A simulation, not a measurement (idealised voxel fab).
Process module in this document: voxel capacitor over wiring
Square cell edge 5 nm, section width 215 nm, ID cut.
Bands, listed from the top down, are how a cross-section gets written in this document; the cross-section itself is a grid of square cells, and a band is one or more rows of them. Top, bottom (nm), then materials left to right with widths (nm); lone material tagged "throughout" fills the whole band edge to edge; "empty" = empty space. Measure heights from 0. That's the level where, below it, the as-received wafer is all one material. The lowest band is bottomless and extends downward; write it as in "from 0 down". The notation "30->40" denotes a width that varies across the rows of cells in the band, beginning at the first number in the top row, finishing at the second number in the bottom row, and changing by an identical amount from each row to the next. The cross-section has no changed cell in any step marked "changes: none". Empty spaces without an open route to the top, at least 8 cells in extent, make up the entry "Voids, sealed"; each is given as width x height at distance, where the distance is measured from the left edge, and all are in nm. It should be noted that, on the line of a given step, the content following the step's settings is a remark produced by the simulator itself with respect to that step. For masked steps, "overlay nm" on the step line gives how far right of plan the mask actually lay; a minus sign means it lay to the left.
Planned step list for the process
1. RECEIVE | material Si
2. CONFORMAL_DEP | material SiO2 | thk nm 15
3. DIRECTIONAL_DEP | material TiN | thk nm 5
4. DIRECTIONAL_DEP | material W | thk nm 20
5. MASKED_ETCH | tone cover | mask id METAL_1 | width nm 15 | pitch nm 90 | etch materials W | depth nm 20 | overlay nm 0
6. MASKED_ETCH | tone cover | mask id METAL_1 | width nm 20 | pitch nm 90 | etch materials TiN | depth nm 5 | overlay nm 0
7. FILL_DEP | material SiO2 | thk nm 10
8. CMP | height nm 40
9. CONFORMAL_DEP | material SiCN | thk nm 5
10. DIRECTIONAL_DEP | material SiO2 | thk nm 15
11. MASKED_ETCH | tone open | mask id PLUG_1 | width nm 15 | etch materials SiO2 | depth nm 15 | overlay nm 0
12. MASKED_ETCH | tone open | mask id PLUG_1 | width nm 15 | etch materials SiCN | depth nm 5 | overlay nm 0
13. CONFORMAL_DEP | material TiN | thk nm 5
14. FILL_DEP | material Ru | thk nm 5
15. CMP | height nm 60
16. DIRECTIONAL_DEP | material TiN | thk nm 5
17. DIRECTIONAL_DEP | material HfO2 | thk nm 5
18. DIRECTIONAL_DEP | material TiN | thk nm 5
19. PATTERN | tone cover | mask id UPPER_PLATE | material resist | width nm 75 | thk nm 20 | overlay nm 0
20. DIRECTIONAL_ETCH | etch materials TiN | depth nm 5
21. DIRECTIONAL_ETCH | etch materials HfO2 | depth nm 5
22. STRIP | etch materials resist
23. MASKED_ETCH | tone cover | mask id LOWER_PLATE | width nm 85 | etch materials TiN | depth nm 5 | overlay nm 0
24. FILL_DEP | material SiO2 | thk nm 15
25. CMP | height nm 85
26. MASKED_ETCH | tone open | mask id PLUG_2 | width nm 15 | etch materials SiO2 | depth nm 10 | overlay nm 0
27. CONFORMAL_DEP | material TiN | thk nm 5
28. FILL_DEP | material W | thk nm 10
29. CMP | height nm 85
30. CONFORMAL_DEP | material SiN | thk nm 5
Be aware that, although all wafers share a common starting state, the width nm at step 5 differs among them, and the plan displays the first wafer's value.
This is how the first of several wafers looked in cross-section when it arrived, which is after step 1
> from 0 down | Si throughout
> Voids, sealed: none
Module finished, last step 30 done: cross-section of the first of several wafers
> from 90 to 85 | SiN throughout
> from 85 to 80 | 65 SiO2, 5 TiN, 5 W, 5 TiN, 135 SiO2
> from 80 to 70 | 65->55 SiO2, 15->75 TiN, 135->85 SiO2
> from 70 to 65 | 55 SiO2, 75 HfO2, 85 SiO2
> from 65 to 60 | 50 SiO2, 85 TiN, 80 SiO2
> from 60 to 45 | 55 SiO2, 5 TiN, 5 Ru, 5 TiN, 145 SiO2
> from 45 to 40 | 55 SiCN, 15 TiN, 145 SiCN
> from 40 to 20 | 55 SiO2, 15 W, 75 SiO2, 15 W, 55 SiO2
> from 20 to 15 | 50 SiO2, 20 TiN, 70 SiO2, 20 TiN, 55 SiO2
> from 15 to 0 | SiO2 throughout
> from 0 down | Si throughout
> Voids, sealed: none
Last wafer x-sec, end of module
> from 90 to 85 | SiN throughout
> from 85 to 80 | 65 SiO2, 5 TiN, 5 W, 5 TiN, 135 SiO2
> from 80 to 70 | 65->55 SiO2, 15->75 TiN, 135->85 SiO2
> from 70 to 65 | 55 SiO2, 75 HfO2, 85 SiO2
> from 65 to 60 | 50 SiO2, 85 TiN, 80 SiO2
> from 60 to 45 | 55 SiO2, 5 TiN, 5 Ru, 5 TiN, 145 SiO2
> from 45 to 40 | 55 SiCN, 15 TiN, 145 SiCN
> from 40 to 20 | 45 SiO2, 35 W, 55 SiO2, 35 W, 45 SiO2
> from 20 to 15 | 45 SiO2, 35 TiN, 55 SiO2, 35 TiN, 45 SiO2
> from 15 to 0 | SiO2 throughout
> from 0 down | Si throughout
> Voids, sealed: none
Per wafer, end of module: cells gained (+) or lost (-) per material since receipt, then closed voids
width nm 15, +15 HfO2, +3 Ru, +40 SiCN, +43 SiN, +594 SiO2, +54 TiN, +25 W, Voids, sealed: none
width nm 20, +15 HfO2, +3 Ru, +40 SiCN, +43 SiN, +586 SiO2, +54 TiN, +33 W, Voids, sealed: none
width nm 25, +15 HfO2, +3 Ru, +40 SiCN, +43 SiN, +576 SiO2, +56 TiN, +41 W, Voids, sealed: none
width nm 30, +15 HfO2, +3 Ru, +40 SiCN, +43 SiN, +566 SiO2, +58 TiN, +49 W, Voids, sealed: none
width nm 35, +15 HfO2, +3 Ru, +40 SiCN, +43 SiN, +556 SiO2, +60 TiN, +57 W, Voids, sealed: none
